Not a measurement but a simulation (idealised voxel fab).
Process module, titled voxel transistor to metal
Cross-section cut spans 260 nm and uses square cells 5 nm in size.
Just so we're on the same page, the cross-sections are grids of square cells, and they're listed out in bands top to bottom, each band one or more rows deep.
A band entry consists of two parts. The first gives the height of the band's top and the height of its bottom, in nm. The rest lists the band's materials from left to right, each with its width in nm. A single material labelled with the word "throughout" fills the band from edge to edge, and the word "air" marks empty space.
The level at which height equals 0 is the one under which the wafer, as it arrives, is entirely one material. No lower edge exists for the bottom band, which continues downward and is notated as in "from 0 down".
Quick explanation for "30..40": the width changes in equal steps down the rows of cells, from the first number in the band's top row to the second number in its bottom row.
Basically "no modifications" means that step didn't change any cell in the cross-section.
The entry titled "Closed cavity list" provides the empty spaces that have no open way to the top, restricted to those of 8 cells or more. Each is presented as width x height at distance, the distance being measured from the left edge, with all three in nm.
Text after the settings on a step's line: the simulator's own remark on that step.
overlay nm: mask offset rightward from planned place, masked step; negative means leftward offset.
The remainder of this document consists of a sequence of paired cross-sections. Each pair presents the cross-section prior to one process step together with the cross-section following it, the latter being rendered only as deep as the lowest band that underwent change. The intervening step, together with its settings, is stated beneath each pair. Because the pairs may originate from different runs of this module on the same starting wafer, a given pair is to be read as continuing from the preceding pair only where its entry headed "Before processing" so indicates.

## Before processing
- from 25 to 20  air 55, SiCN 20, air 105, SiCN 20, air 60
- from 20 to 15  air 50, SiO2 5, SiCN 20, SiO2 5, air 95, SiO2 5, SiCN 20, SiO2 5, air 55
- from 15 to -5  air 50, SiO2 5, polySi 20, SiO2 5, air 95, SiO2 5, polySi 20, SiO2 5, air 55
- from -5 to -10  SiO2 15, air 35, SiO2 30, air 35, SiO2 25, air 35, SiO2 30, air 35, SiO2 20
- from -10 to -35  SiO2 20, Si 90, SiO2 35, Si 90, SiO2 25
- from -35 down  Si throughout
- Closed cavity list: none

## Step Result
- from 25 to 20  air 55, SiCN 20, air 105, SiCN 20, air 60
- from 20 to 15  air 50, SiO2 5, SiCN 20, SiO2 5, air 95, SiO2 5, SiCN 20, SiO2 5, air 55
- from 15 to -5  air 50, SiO2 5, polySi 20, SiO2 5, air 95, SiO2 5, polySi 20, SiO2 5, air 55
- from -5 to -10  SiO2 15, air 35, SiO2 30, air 35, SiO2 25, air 35, SiO2 30, air 35, SiO2 20
- from -10 to -25  SiO2 20, air 30, Si 30, air 30, SiO2 35, air 30, Si 30, air 30, SiO2 25
- Rest of section, below -25: as before.
- Closed cavity list: none
Between before and after as drawn above: DIRECTIONAL_ETCH with etch materials Si, depth nm 15

Before processing: Reference is made to the cross-section shown after the step in the pair directly above, which represents the state prior to this step.

## Step Result
- from 25 to 20  air 55, SiCN 20, air 105, SiCN 20, air 60
- from 20 to 15  air 50, SiO2 5, SiCN 20, SiO2 5, air 95, SiO2 5, SiCN 20, SiO2 5, air 55
- from 15 to 10  air 50, SiO2 5, polySi 20, SiO2 5, air 95, SiO2 5, polySi 20, SiO2 5, air 55
- from 10 to -5  air 30, nSi 20, SiO2 5, polySi 20, SiO2 5, nSi 20, air 55, nSi 20, SiO2 5, polySi 20, SiO2 5, nSi 20, air 35
- from -5 to -10  SiO2 15, nSi 35, SiO2 30, nSi 35, SiO2 25, nSi 35, SiO2 30, nSi 35, SiO2 20
- from -10 to -25  SiO2 20, nSi 30, Si 30, nSi 30, SiO2 35, nSi 30, Si 30, nSi 30, SiO2 25
- Rest of section, below -25: as before.
- Closed cavity list: none
Between before and after as drawn above: EPI with material nSi, thk nm 20

Before processing: Reference is made to the cross-section shown after the step in the pair directly above, which represents the state prior to this step.

## Step Result
- from 35 to 25  SiO2 throughout
- from 25 to 15  SiO2 55, SiCN 20, SiO2 105, SiCN 20, SiO2 60
- from 15 to 10  SiO2 55, polySi 20, SiO2 105, polySi 20, SiO2 60
- from 10 to -5  SiO2 30, nSi 20, SiO2 5, polySi 20, SiO2 5, nSi 20, SiO2 55, nSi 20, SiO2 5, polySi 20, SiO2 5, nSi 20, SiO2 35
- Rest of section, below -5: as before.
- Closed cavity list: none
Between before and after as drawn above: FILL_DEP with material SiO2, thk nm 10

Before processing: Reference is made to the cross-section shown after the step in the pair directly above, which represents the state prior to this step.

## Step Result
- from 25 to 15  SiO2 55, SiCN 20, SiO2 105, SiCN 20, SiO2 60
- Rest of section, below 15: as before.
- Closed cavity list: none
Between before and after as drawn above: CMP with height nm 25

Before processing: Reference is made to the cross-section shown after the step in the pair directly above, which represents the state prior to this step.

## Step Result
- from 35 to 25  SiO2 throughout
- Rest of section, below 25: as before.
- Closed cavity list: none
Between before and after as drawn above: DIRECTIONAL_DEP with material SiO2, thk nm 10

Before processing: Reference is made to the cross-section shown after the step in the pair directly above, which represents the state prior to this step.

## Step Result
- from 45 to 35  aC throughout
- Rest of section, below 35: as before.
- Closed cavity list: none
Between before and after as drawn above: DIRECTIONAL_DEP with material aC, thk nm 10

Before processing: Reference is made to the cross-section shown after the step in the pair directly above, which represents the state prior to this step.

## Step Result
- from 75 to 45  resist 20, air 20, resist 50, air 20, resist 35, air 20, resist 50, air 20, resist 25
- Rest of section, below 45: as before.
- Closed cavity list: none
Between before and after as drawn above: PATTERN with tone open, mask id CONTACT, material resist, width nm 20, thk nm 30, overlay nm 0

Before processing: Reference is made to the cross-section shown after the step in the pair directly above, which represents the state prior to this step.

## Step Result
- from 65 to 45  resist 20, air 20, resist 50, air 20, resist 35, air 20, resist 50, air 20, resist 25
- from 45 to 35  aC 20, air 20, aC 50, air 20, aC 35, air 20, aC 50, air 20, aC 25
- Rest of section, below 35: as before.
- Closed cavity list: none
Between before and after as drawn above: DIRECTIONAL_ETCH with etch materials aC, depth nm 10

Before processing: Reference is made to the cross-section shown after the step in the pair directly above, which represents the state prior to this step.

## Step Result
- from 45 to 35  aC 20, air 20, aC 50, air 20, aC 35, air 20, aC 50, air 20, aC 25
- Rest of section, below 35: as before.
- Closed cavity list: none
Between before and after as drawn above: STRIP with etch materials resist

Before processing: Reference is made to the cross-section shown after the step in the pair directly above, which represents the state prior to this step.

## Step Result
- from 45 to 35  aC 20, air 20, aC 50, air 20, aC 35, air 20, aC 50, air 20, aC 25
- from 35 to 25  SiO2 20, air 20, SiO2 50, air 20, SiO2 35, air 20, SiO2 50, air 20, SiO2 25
- from 25 to 15  SiO2 20, air 20, SiO2 15, SiCN 20, SiO2 15, air 20, SiO2 35, air 20, SiO2 15, SiCN 20, SiO2 15, air 20, SiO2 25
- from 15 to 10  SiO2 20, air 20, SiO2 15, polySi 20, SiO2 15, air 20, SiO2 35, air 20, SiO2 15, polySi 20, SiO2 15, air 20, SiO2 25
- from 10 to -5  SiO2 20, air 10, nSi 20, SiO2 5, polySi 20, SiO2 5, nSi 20, air 10, SiO2 35, air 10, nSi 20, SiO2 5, polySi 20, SiO2 5, nSi 20, air 10, SiO2 25
- Rest of section, below -5: as before.
- Closed cavity list: none
Between before and after as drawn above: DIRECTIONAL_ETCH with etch materials SiO2, depth nm 40

Before processing: Reference is made to the cross-section shown after the step in the pair directly above, which represents the state prior to this step.

## Step Result
- from 35 to 25  SiO2 20, air 20, SiO2 50, air 20, SiO2 35, air 20, SiO2 50, air 20, SiO2 25
- Rest of section, below 25: as before.
- Closed cavity list: none
Between before and after as drawn above: STRIP with etch materials aC

Before processing: Reference is made to the cross-section shown after the step in the pair directly above, which represents the state prior to this step.

## Step Result
- from 40 to 35  TiN 25, air 10, TiN 60, air 10, TiN 45, air 10, TiN 60, air 10, TiN 30
- from 35 to 25  SiO2 20, TiN 5, air 10, TiN 5, SiO2 50, TiN 5, air 10, TiN 5, SiO2 35, TiN 5, air 10, TiN 5, SiO2 50, TiN 5, air 10, TiN 5, SiO2 25
- from 25 to 15  SiO2 20, TiN 5, air 10, TiN 5, SiO2 15, SiCN 20, SiO2 15, TiN 5, air 10, TiN 5, SiO2 35, TiN 5, air 10, TiN 5, SiO2 15, SiCN 20, SiO2 15, TiN 5, air 10, TiN 5, SiO2 25
- from 15 to 10  SiO2 20, TiN 20, SiO2 15, polySi 20, SiO2 15, TiN 20, SiO2 35, TiN 20, SiO2 15, polySi 20, SiO2 15, TiN 20, SiO2 25
- from 10 to -5  SiO2 20, TiN 10, nSi 20, SiO2 5, polySi 20, SiO2 5, nSi 20, TiN 10, SiO2 35, TiN 10, nSi 20, SiO2 5, polySi 20, SiO2 5, nSi 20, TiN 10, SiO2 25
- Rest of section, below -5: as before.
- Closed cavity list: none
Between before and after as drawn above: CONFORMAL_DEP with material TiN, thk nm 5

Before processing: Reference is made to the cross-section shown after the step in the pair directly above, which represents the state prior to this step.

## Step Result
- from 45 to 40  W throughout
- from 40 to 35  TiN 25, W 10, TiN 60, W 10, TiN 45, W 10, TiN 60, W 10, TiN 30
- from 35 to 25  SiO2 20, TiN 5, W 10, TiN 5, SiO2 50, TiN 5, W 10, TiN 5, SiO2 35, TiN 5, W 10, TiN 5, SiO2 50, TiN 5, W 10, TiN 5, SiO2 25
- from 25 to 15  SiO2 20, TiN 5, W 10, TiN 5, SiO2 15, SiCN 20, SiO2 15, TiN 5, W 10, TiN 5, SiO2 35, TiN 5, W 10, TiN 5, SiO2 15, SiCN 20, SiO2 15, TiN 5, W 10, TiN 5, SiO2 25
- Rest of section, below 15: as before.
- Closed cavity list: none
Between before and after as drawn above: FILL_DEP with material W, thk nm 5

Before processing: Reference is made to the cross-section shown after the step in the pair directly above, which represents the state prior to this step.

## Step Result
- from 35 to 25  SiO2 20, TiN 5, W 10, TiN 5, SiO2 50, TiN 5, W 10, TiN 5, SiO2 35, TiN 5, W 10, TiN 5, SiO2 50, TiN 5, W 10, TiN 5, SiO2 25
- Rest of section, below 25: as before.
- Closed cavity list: none
Between before and after as drawn above: CMP with height nm 35

Before processing: Reference is made to the cross-section shown after the step in the pair directly above, which represents the state prior to this step.

## Step Result
- from 40 to 35  TiN throughout
- Rest of section, below 35: as before.
- Closed cavity list: none
Between before and after as drawn above: DIRECTIONAL_DEP with material TiN, thk nm 5

Before processing: Reference is made to the cross-section shown after the step in the pair directly above, which represents the state prior to this step.

## Step Result
- from 65 to 40  W throughout
- Rest of section, below 40: as before.
- Closed cavity list: none
Between before and after as drawn above: DIRECTIONAL_DEP with material W, thk nm 25

Before processing: Reference is made to the cross-section shown after the step in the pair directly above, which represents the state prior to this step.

## Step Result
- from 65 to 40  air 20, W 20, air 50, W 20, air 35, W 20, air 50, W 20, air 25
- Rest of section, below 40: as before.
- Closed cavity list: none
Between before and after as drawn above: MASKED_ETCH with tone cover, mask id METAL_1, width nm 20, etch materials W, depth nm 25, overlay nm 0

Before processing: Reference is made to the cross-section shown after the step in the pair directly above, which represents the state prior to this step.

## Step Result
- from 65 to 40  air 20, W 20, air 50, W 20, air 35, W 20, air 50, W 20, air 25
- from 40 to 35  air 20, TiN 20, air 50, TiN 20, air 35, TiN 20, air 50, TiN 20, air 25
- Rest of section, below 35: as before.
- Closed cavity list: none
Between before and after as drawn above: MASKED_ETCH with tone cover, mask id METAL_1, width nm 20, etch materials TiN, depth nm 5, overlay nm 0

Before processing: Reference is made to the cross-section shown after the step in the pair directly above, which represents the state prior to this step.

## Step Result
- from 75 to 65  SiO2 throughout
- from 65 to 40  SiO2 20, W 20, SiO2 50, W 20, SiO2 35, W 20, SiO2 50, W 20, SiO2 25
- from 40 to 35  SiO2 20, TiN 20, SiO2 50, TiN 20, SiO2 35, TiN 20, SiO2 50, TiN 20, SiO2 25
- Rest of section, below 35: as before.
- Closed cavity list: none
Between before and after as drawn above: FILL_DEP with material SiO2, thk nm 10

Before processing: Reference is made to the cross-section shown after the step in the pair directly above, which represents the state prior to this step.

## Step Result
- from 65 to 40  SiO2 20, W 20, SiO2 50, W 20, SiO2 35, W 20, SiO2 50, W 20, SiO2 25
- Rest of section, below 40: as before.
- Closed cavity list: none
Between before and after as drawn above: CMP with height nm 65

Before processing: Reference is made to the cross-section shown after the step in the pair directly above, which represents the state prior to this step.

## Step Result
- from 70 to 65  SiCN throughout
- Rest of section, below 65: as before.
- Closed cavity list: none
Between before and after as drawn above: CONFORMAL_DEP with material SiCN, thk nm 5

## Before processing
- from 25 to 15  air 15, aC 100, air 25, aC 100, air 20
- from 15 to 0  air 15, SiN 100, air 25, SiN 100, air 20
- from 0 to -5  air 15, SiO2 100, air 25, SiO2 100, air 20
- from -5 to -30  air 15, Si 100, air 25, Si 100, air 20
- from -30 down  Si throughout
- Closed cavity list: none

## Step Result
- from 25 to 15  air 15, aC 100, air 25, aC 100, air 20
- from 15 to 0  air 15, SiN 100, air 25, SiN 100, air 20
- from 0 to -5  air 15, SiO2 100, air 25, SiO2 100, air 20
- from -5 to -55  air 15, Si 100, air 25, Si 100, air 20
- Rest of section, below -55: as before.
- Closed cavity list: none
Between before and after as drawn above: DIRECTIONAL_ETCH with etch materials Si, depth nm 25

Before processing: Reference is made to the cross-section shown after the step in the pair directly above, which represents the state prior to this step.

## Step Result
- from 15 to 0  air 15, SiN 100, air 25, SiN 100, air 20
- Rest of section, below 0: as before.
- Closed cavity list: none
Between before and after as drawn above: STRIP with etch materials aC

Before processing: Reference is made to the cross-section shown after the step in the pair directly above, which represents the state prior to this step.

## Step Result
- from 15 to 0  air 15, SiN 100, air 25, SiN 100, air 20
- from 0 to -5  air 15, SiO2 100, air 25, SiO2 100, air 20
- from -5 to -55  air 15, SiO2 5, Si 90, SiO2 5, air 25, SiO2 5, Si 90, SiO2 5, air 20
- from -55 to -60  SiO2 20, Si 90, SiO2 35, Si 90, SiO2 25
- Rest of section, below -60: as before.
- Closed cavity list: none
Between before and after as drawn above: OXIDIZE with depth nm 5

Before processing: Reference is made to the cross-section shown after the step in the pair directly above, which represents the state prior to this step.

## Step Result
- from 20 to 15  SiO2 throughout
- from 15 to 0  SiO2 15, SiN 100, SiO2 25, SiN 100, SiO2 20
- from 0 to -5  SiO2 throughout
- from -5 to -60  SiO2 20, Si 90, SiO2 35, Si 90, SiO2 25
- Rest of section, below -60: as before.
- Closed cavity list: none
Between before and after as drawn above: FILL_DEP with material SiO2, thk nm 5

Before processing: Reference is made to the cross-section shown after the step in the pair directly above, which represents the state prior to this step.

## Step Result
- from 15 to 0  SiO2 15, SiN 100, SiO2 25, SiN 100, SiO2 20
- Rest of section, below 0: as before.
- Closed cavity list: none
Between before and after as drawn above: CMP with height nm 15

Before processing: Reference is made to the cross-section shown after the step in the pair directly above, which represents the state prior to this step.

## Step Result
- from 15 to 5  air 15, SiN 100, air 25, SiN 100, air 20
- Rest of section, below 5: as before.
- Closed cavity list: none
Between before and after as drawn above: SELECTIVE_ETCH with etch materials SiO2, depth nm 10

Before processing: Reference is made to the cross-section shown after the step in the pair directly above, which represents the state prior to this step.

## Step Result
- from 5 to 0  SiO2 15, air 100, SiO2 25, air 100, SiO2 20
- Rest of section, below 0: as before.
- Closed cavity list: none
Between before and after as drawn above: STRIP with etch materials SiN

Before processing: Reference is made to the cross-section shown after the step in the pair directly above, which represents the state prior to this step.

## Step Result
- from 0 to -5  SiO2 10, air 110, SiO2 15, air 110, SiO2 15
- Rest of section, below -5: as before.
- Closed cavity list: none
Between before and after as drawn above: SELECTIVE_ETCH with etch materials SiO2, depth nm 5

Before processing: Reference is made to the cross-section shown after the step in the pair directly above, which represents the state prior to this step.

## Step Result
- from 0 to -5  SiO2 10, air 110, SiO2 15, air 110, SiO2 15
- from -5 to -10  SiO2 throughout
- Rest of section, below -10: as before.
- Closed cavity list: none
Between before and after as drawn above: OXIDIZE with depth nm 5

Before processing: Reference is made to the cross-section shown after the step in the pair directly above, which represents the state prior to this step.

## Step Result
- from 20 to 15  polySi 10, air 110, polySi 15, air 110, polySi 15
- from 15 to 0  polySi throughout
- from 0 to -5  SiO2 10, polySi 110, SiO2 15, polySi 110, SiO2 15
- Rest of section, below -5: as before.
- Closed cavity list: none
Between before and after as drawn above: DIRECTIONAL_DEP with material polySi, thk nm 20

Before processing: Reference is made to the cross-section shown after the step in the pair directly above, which represents the state prior to this step.

## Step Result
- from 30 to 25  SiCN 10, air 110, SiCN 15, air 110, SiCN 15
- from 25 to 20  SiCN throughout
- from 20 to 15  polySi 10, SiCN 110, polySi 15, SiCN 110, polySi 15
- Rest of section, below 15: as before.
- Closed cavity list: none
Between before and after as drawn above: DIRECTIONAL_DEP with material SiCN, thk nm 10

Before processing: Reference is made to the cross-section shown after the step in the pair directly above, which represents the state prior to this step.

## Step Result
- from 45 to 40  aC 10, air 110, aC 15, air 110, aC 15
- from 40 to 30  aC throughout
- from 30 to 25  SiCN 10, aC 110, SiCN 15, aC 110, SiCN 15
- Rest of section, below 25: as before.
- Closed cavity list: none
Between before and after as drawn above: DIRECTIONAL_DEP with material aC, thk nm 15

Before processing: Reference is made to the cross-section shown after the step in the pair directly above, which represents the state prior to this step.

## Step Result
- from 75 to 45  air 55, resist 20, air 105, resist 20, air 60
- from 45 to 40  aC 10, air 45, resist 20, air 45, aC 15, air 45, resist 20, air 45, aC 15
- Rest of section, below 40: as before.
- Closed cavity list: none
Between before and after as drawn above: PATTERN with tone cover, mask id GATE, material resist, width nm 20, pitch nm 125, thk nm 30, overlay nm 0

Before processing: Reference is made to the cross-section shown after the step in the pair directly above, which represents the state prior to this step.

## Step Result
- from 60 to 40  air 55, resist 20, air 105, resist 20, air 60
- from 40 to 30  air 55, aC 20, air 105, aC 20, air 60
- from 30 to 25  SiCN 10, air 45, aC 20, air 45, SiCN 15, air 45, aC 20, air 45, SiCN 15
- Rest of section, below 25: as before.
- Closed cavity list: none
Between before and after as drawn above: DIRECTIONAL_ETCH with etch materials aC, depth nm 15

Before processing: Reference is made to the cross-section shown after the step in the pair directly above, which represents the state prior to this step.

## Step Result
- from 40 to 30  air 55, aC 20, air 105, aC 20, air 60
- Rest of section, below 30: as before.
- Closed cavity list: none
Between before and after as drawn above: STRIP with etch materials resist

Before processing: Reference is made to the cross-section shown after the step in the pair directly above, which represents the state prior to this step.

## Step Result
- from 40 to 25  air 55, aC 20, air 105, aC 20, air 60
- from 25 to 20  air 55, SiCN 20, air 105, SiCN 20, air 60
- from 20 to 15  polySi 10, air 45, SiCN 20, air 45, polySi 15, air 45, SiCN 20, air 45, polySi 15
- Rest of section, below 15: as before.
- Closed cavity list: none
Between before and after as drawn above: DIRECTIONAL_ETCH with etch materials SiCN, depth nm 20

Before processing: Reference is made to the cross-section shown after the step in the pair directly above, which represents the state prior to this step.

## Step Result
- from 40 to 25  air 55, aC 20, air 105, aC 20, air 60
- from 25 to 15  air 55, SiCN 20, air 105, SiCN 20, air 60
- from 15 to 0  air 55, polySi 20, air 105, polySi 20, air 60
- from 0 to -5  SiO2 10, air 45, polySi 20, air 45, SiO2 15, air 45, polySi 20, air 45, SiO2 15
- Rest of section, below -5: as before.
- Closed cavity list: none
Between before and after as drawn above: DIRECTIONAL_ETCH with etch materials polySi, depth nm 30

Before processing: Reference is made to the cross-section shown after the step in the pair directly above, which represents the state prior to this step.

## Step Result
- from 25 to 15  air 55, SiCN 20, air 105, SiCN 20, air 60
- Rest of section, below 15: as before.
- Closed cavity list: none
Between before and after as drawn above: STRIP with etch materials aC

Before processing: Reference is made to the cross-section shown after the step in the pair directly above, which represents the state prior to this step.

## Step Result
- from 30 to 25  air 50, SiO2 30, air 95, SiO2 30, air 55
- from 25 to 15  air 50, SiO2 5, SiCN 20, SiO2 5, air 95, SiO2 5, SiCN 20, SiO2 5, air 55
- from 15 to 5  air 50, SiO2 5, polySi 20, SiO2 5, air 95, SiO2 5, polySi 20, SiO2 5, air 55
- from 5 to 0  SiO2 15, air 35, SiO2 5, polySi 20, SiO2 5, air 35, SiO2 25, air 35, SiO2 5, polySi 20, SiO2 5, air 35, SiO2 20
- from 0 to -5  SiO2 55, polySi 20, SiO2 105, polySi 20, SiO2 60
- Rest of section, below -5: as before.
- Closed cavity list: none
Between before and after as drawn above: CONFORMAL_DEP with material SiO2, thk nm 5

Before processing: Reference is made to the cross-section shown after the step in the pair directly above, which represents the state prior to this step.

## Step Result
- from 25 to 15  air 50, SiO2 5, SiCN 20, SiO2 5, air 95, SiO2 5, SiCN 20, SiO2 5, air 55
- from 15 to 0  air 50, SiO2 5, polySi 20, SiO2 5, air 95, SiO2 5, polySi 20, SiO2 5, air 55
- from 0 to -5  SiO2 15, air 35, SiO2 5, polySi 20, SiO2 5, air 35, SiO2 25, air 35, SiO2 5, polySi 20, SiO2 5, air 35, SiO2 20
- Rest of section, below -5: as before.
- Closed cavity list: none
Between before and after as drawn above: DIRECTIONAL_ETCH with etch materials SiO2, depth nm 5

Before processing: Reference is made to the cross-section shown after the step in the pair directly above, which represents the state prior to this step.

## Step Result
- from 30 to 25  air 45, SiN 40, air 85, SiN 40, air 50
- from 25 to 15  air 45, SiN 5, SiO2 5, SiCN 20, SiO2 5, SiN 5, air 85, SiN 5, SiO2 5, SiCN 20, SiO2 5, SiN 5, air 50
- from 15 to 5  air 45, SiN 5, SiO2 5, polySi 20, SiO2 5, SiN 5, air 85, SiN 5, SiO2 5, polySi 20, SiO2 5, SiN 5, air 50
- from 5 to 0  SiN 20, air 25, SiN 5, SiO2 5, polySi 20, SiO2 5, SiN 5, air 25, SiN 35, air 25, SiN 5, SiO2 5, polySi 20, SiO2 5, SiN 5, air 25, SiN 25
- from 0 to -5  SiO2 15, SiN 35, SiO2 5, polySi 20, SiO2 5, SiN 35, SiO2 25, SiN 35, SiO2 5, polySi 20, SiO2 5, SiN 35, SiO2 20
- Rest of section, below -5: as before.
- Closed cavity list: none
Between before and after as drawn above: CONFORMAL_DEP with material SiN, thk nm 5

Before processing: Reference is made to the cross-section shown after the step in the pair directly above, which represents the state prior to this step.

## Step Result
- from 25 to 15  air 45, SiN 5, SiO2 5, SiCN 20, SiO2 5, SiN 5, air 85, SiN 5, SiO2 5, SiCN 20, SiO2 5, SiN 5, air 50
- from 15 to 0  air 45, SiN 5, SiO2 5, polySi 20, SiO2 5, SiN 5, air 85, SiN 5, SiO2 5, polySi 20, SiO2 5, SiN 5, air 50
- from 0 to -5  SiO2 15, SiN 5, air 25, SiN 5, SiO2 5, polySi 20, SiO2 5, SiN 5, air 25, SiN 5, SiO2 25, SiN 5, air 25, SiN 5, SiO2 5, polySi 20, SiO2 5, SiN 5, air 25, SiN 5, SiO2 20
- Rest of section, below -5: as before.
- Closed cavity list: none
Between before and after as drawn above: DIRECTIONAL_ETCH with etch materials SiN, depth nm 5

Before processing: Reference is made to the cross-section shown after the step in the pair directly above, which represents the state prior to this step.

## Step Result
- from 25 to 20  air 45, SiN 5, air 5, SiCN 20, air 5, SiN 5, air 85, SiN 5, air 5, SiCN 20, air 5, SiN 5, air 50
- from 20 to 15  air 45, SiN 5, SiO2 5, SiCN 20, SiO2 5, SiN 5, air 85, SiN 5, SiO2 5, SiCN 20, SiO2 5, SiN 5, air 50
- from 15 to 0  air 45, SiN 5, SiO2 5, polySi 20, SiO2 5, SiN 5, air 85, SiN 5, SiO2 5, polySi 20, SiO2 5, SiN 5, air 50
- from 0 to -5  air 15, SiN 5, air 25, SiN 5, SiO2 5, polySi 20, SiO2 5, SiN 5, air 25, SiN 5, air 25, SiN 5, air 25, SiN 5, SiO2 5, polySi 20, SiO2 5, SiN 5, air 25, SiN 5, air 20
- from -5 to -10  SiO2 20, air 25, SiO2 40, air 25, SiO2 35, air 25, SiO2 40, air 25, SiO2 25
- Rest of section, below -10: as before.
- Closed cavity list: none
Between before and after as drawn above: DIRECTIONAL_ETCH with etch materials SiO2, depth nm 5

Before processing: Reference is made to the cross-section shown after the step in the pair directly above, which represents the state prior to this step.

## Step Result
- from 25 to 20  air 45, SiN 5, air 5, SiCN 20, air 5, SiN 5, air 85, SiN 5, air 5, SiCN 20, air 5, SiN 5, air 50
- from 20 to 15  air 45, SiN 5, SiO2 5, SiCN 20, SiO2 5, SiN 5, air 85, SiN 5, SiO2 5, SiCN 20, SiO2 5, SiN 5, air 50
- from 15 to 0  air 45, SiN 5, SiO2 5, polySi 20, SiO2 5, SiN 5, air 85, SiN 5, SiO2 5, polySi 20, SiO2 5, SiN 5, air 50
- from 0 to -5  air 15, SiN 5, air 25, SiN 5, SiO2 5, polySi 20, SiO2 5, SiN 5, air 25, SiN 5, air 25, SiN 5, air 25, SiN 5, SiO2 5, polySi 20, SiO2 5, SiN 5, air 25, SiN 5, air 20
- from -5 to -10  SiO2 20, air 25, SiO2 40, air 25, SiO2 35, air 25, SiO2 40, air 25, SiO2 25
- from -10 to -25  SiO2 20, air 25, Si 40, air 25, SiO2 35, air 25, Si 40, air 25, SiO2 25
- Rest of section, below -25: as before.
- Closed cavity list: none
Between before and after as drawn above: DIRECTIONAL_ETCH with etch materials Si, depth nm 15

Before processing: Reference is made to the cross-section shown after the step in the pair directly above, which represents the state prior to this step.

## Step Result
- from 25 to 20  air 45, SiN 5, air 5, SiCN 20, air 5, SiN 5, air 85, SiN 5, air 5, SiCN 20, air 5, SiN 5, air 50
- from 20 to 15  air 45, SiN 5, SiO2 5, SiCN 20, SiO2 5, SiN 5, air 85, SiN 5, SiO2 5, SiCN 20, SiO2 5, SiN 5, air 50
- from 15 to 10  air 45, SiN 5, SiO2 5, polySi 20, SiO2 5, SiN 5, air 85, SiN 5, SiO2 5, polySi 20, SiO2 5, SiN 5, air 50
- from 10 to 0  air 25, nSi 20, SiN 5, SiO2 5, polySi 20, SiO2 5, SiN 5, nSi 20, air 45, nSi 20, SiN 5, SiO2 5, polySi 20, SiO2 5, SiN 5, nSi 20, air 30
- from 0 to -5  air 15, SiN 5, air 5, nSi 20, SiN 5, SiO2 5, polySi 20, SiO2 5, SiN 5, nSi 20, air 5, SiN 5, air 25, SiN 5, air 5, nSi 20, SiN 5, SiO2 5, polySi 20, SiO2 5, SiN 5, nSi 20, air 5, SiN 5, air 20
- from -5 to -10  SiO2 20, nSi 25, SiO2 40, nSi 25, SiO2 35, nSi 25, SiO2 40, nSi 25, SiO2 25
- from -10 to -25  SiO2 20, nSi 25, Si 40, nSi 25, SiO2 35, nSi 25, Si 40, nSi 25, SiO2 25
- Rest of section, below -25: as before.
- Closed cavity list: none
Between before and after as drawn above: EPI with material nSi, thk nm 20

Before processing: Reference is made to the cross-section shown after the step in the pair directly above, which represents the state prior to this step.

## Step Result
- from 35 to 25  SiO2 throughout
- from 25 to 15  SiO2 45, SiN 5, SiO2 5, SiCN 20, SiO2 5, SiN 5, SiO2 85, SiN 5, SiO2 5, SiCN 20, SiO2 5, SiN 5, SiO2 50
- from 15 to 10  SiO2 45, SiN 5, SiO2 5, polySi 20, SiO2 5, SiN 5, SiO2 85, SiN 5, SiO2 5, polySi 20, SiO2 5, SiN 5, SiO2 50
- from 10 to 0  SiO2 25, nSi 20, SiN 5, SiO2 5, polySi 20, SiO2 5, SiN 5, nSi 20, SiO2 45, nSi 20, SiN 5, SiO2 5, polySi 20, SiO2 5, SiN 5, nSi 20, SiO2 30
- from 0 to -5  SiO2 15, SiN 5, SiO2 5, nSi 20, SiN 5, SiO2 5, polySi 20, SiO2 5, SiN 5, nSi 20, SiO2 5, SiN 5, SiO2 25, SiN 5, SiO2 5, nSi 20, SiN 5, SiO2 5, polySi 20, SiO2 5, SiN 5, nSi 20, SiO2 5, SiN 5, SiO2 20
- Rest of section, below -5: as before.
- Closed cavity list: none
Between before and after as drawn above: FILL_DEP with material SiO2, thk nm 10

Before processing: Reference is made to the cross-section shown after the step in the pair directly above, which represents the state prior to this step.

## Step Result
- from 25 to 15  SiO2 45, SiN 5, SiO2 5, SiCN 20, SiO2 5, SiN 5, SiO2 85, SiN 5, SiO2 5, SiCN 20, SiO2 5, SiN 5, SiO2 50
- Rest of section, below 15: as before.
- Closed cavity list: none
Between before and after as drawn above: CMP with height nm 25

Before processing: Reference is made to the cross-section shown after the step in the pair directly above, which represents the state prior to this step.

## Step Result
- from 35 to 25  SiO2 throughout
- Rest of section, below 25: as before.
- Closed cavity list: none
Between before and after as drawn above: DIRECTIONAL_DEP with material SiO2, thk nm 10

Before processing: Reference is made to the cross-section shown after the step in the pair directly above, which represents the state prior to this step.

## Step Result
- from 45 to 35  aC throughout
- Rest of section, below 35: as before.
- Closed cavity list: none
Between before and after as drawn above: DIRECTIONAL_DEP with material aC, thk nm 10

Before processing: Reference is made to the cross-section shown after the step in the pair directly above, which represents the state prior to this step.

## Step Result
- from 75 to 45  resist 20, air 20, resist 50, air 20, resist 35, air 20, resist 50, air 20, resist 25
- Rest of section, below 45: as before.
- Closed cavity list: none
Between before and after as drawn above: PATTERN with tone open, mask id CONTACT, material resist, width nm 20, thk nm 30, overlay nm 0

Before processing: Reference is made to the cross-section shown after the step in the pair directly above, which represents the state prior to this step.

## Step Result
- from 65 to 45  resist 20, air 20, resist 50, air 20, resist 35, air 20, resist 50, air 20, resist 25
- from 45 to 35  aC 20, air 20, aC 50, air 20, aC 35, air 20, aC 50, air 20, aC 25
- Rest of section, below 35: as before.
- Closed cavity list: none
Between before and after as drawn above: DIRECTIONAL_ETCH with etch materials aC, depth nm 10

Before processing: Reference is made to the cross-section shown after the step in the pair directly above, which represents the state prior to this step.

## Step Result
- from 45 to 35  aC 20, air 20, aC 50, air 20, aC 35, air 20, aC 50, air 20, aC 25
- Rest of section, below 35: as before.
- Closed cavity list: none
Between before and after as drawn above: STRIP with etch materials resist
